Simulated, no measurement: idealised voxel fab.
process module | voxel gate over fins
Square cell edge 5 nm, section width 185 nm, ID cut.
Reading order for cross-sections: top band down to bottom band. Underlying form: a grid of square cells. Band size: one or more rows of cells. Band: top and bottom heights (nm) first, top before bottom; then materials from left to right, widths in nm. "everywhere" marks a sole material filling the band edge to edge. "air" denotes empty space. A quick word on heights: they are counted from 0, and under that level the wafer as it came to us is one material throughout. The lowest band is different from the rest in having no bottom; it simply continues downward, written as in "0 nm and below". Read "30 to 40" as a graded width: first number on top, second number at the bottom, same change between each pair of neighbouring rows. Given "everything unchanged" for a step, no cell of the cross-section differs between before and after that step. Cavities, closed: empty space of 8 cells or more with no open way to the top, each as width x height at its distance from the left edge, in nm. On a step's line, text after the settings is the simulator commenting on that step. overlay nm: on a step with a mask, how far right of its planned place the mask lay; negative means left.

This section lists the process steps that were planned:
step 1: RECEIVE | material Si
step 2: CONFORMAL_DEP | material SiN | thk nm 10
step 3: PATTERN | tone cover | mask id FINS | material resist | width nm 15 | pitch nm 40 | thk nm 20 | overlay nm 0
step 4: DIRECTIONAL_ETCH | etch materials SiN | depth nm 10
step 5: DIRECTIONAL_ETCH | etch materials Si | depth nm 35
step 6: STRIP | etch materials resist
step 7: FILL_DEP | material SiO2 | thk nm 5
step 8: CMP | height nm 10
step 9: SELECTIVE_ETCH | etch materials SiO2 | depth nm 25
step 10: STRIP | etch materials SiN
step 11: CONFORMAL_DEP | material HfO2 | thk nm 5
step 12: CONFORMAL_DEP | material TiN | thk nm 5
step 13: CONFORMAL_DEP | material TiAl | thk nm 5
step 14: CONFORMAL_DEP | material TiN | thk nm 5
step 15: FILL_DEP | material W | thk nm 15
step 16: CMP | height nm 30
step 17: CONFORMAL_DEP | material SiCN | thk nm 5
All wafers enter the flow in the same state. The width nm at step 3 differs from wafer to wafer, and the plan gives the value for the first wafer.

The first of several wafers as received, shown in cross-section; this is its state after step 1:
* 0 nm and below: Si everywhere
* Cavities, closed: none

Here is how to read the rows: every wafer has a row, and it shows the wafer at the end of the module, giving for each material how many cells were gained (+) or lost (-) since the wafer was received, then listing its closed voids:
width nm 15, +55 HfO2, -196 Si, +37 SiCN, +112 SiO2, +49 TiAl, +98 TiN, +104 W, Cavities, closed: none
width nm 20, +55 HfO2, -175 Si, +37 SiCN, +100 SiO2, +43 TiAl, +98 TiN, +101 W, Cavities, closed: none
width nm 25, +55 HfO2, -154 Si, +37 SiCN, +88 SiO2, +43 TiAl, +92 TiN, +98 W, Cavities, closed: none
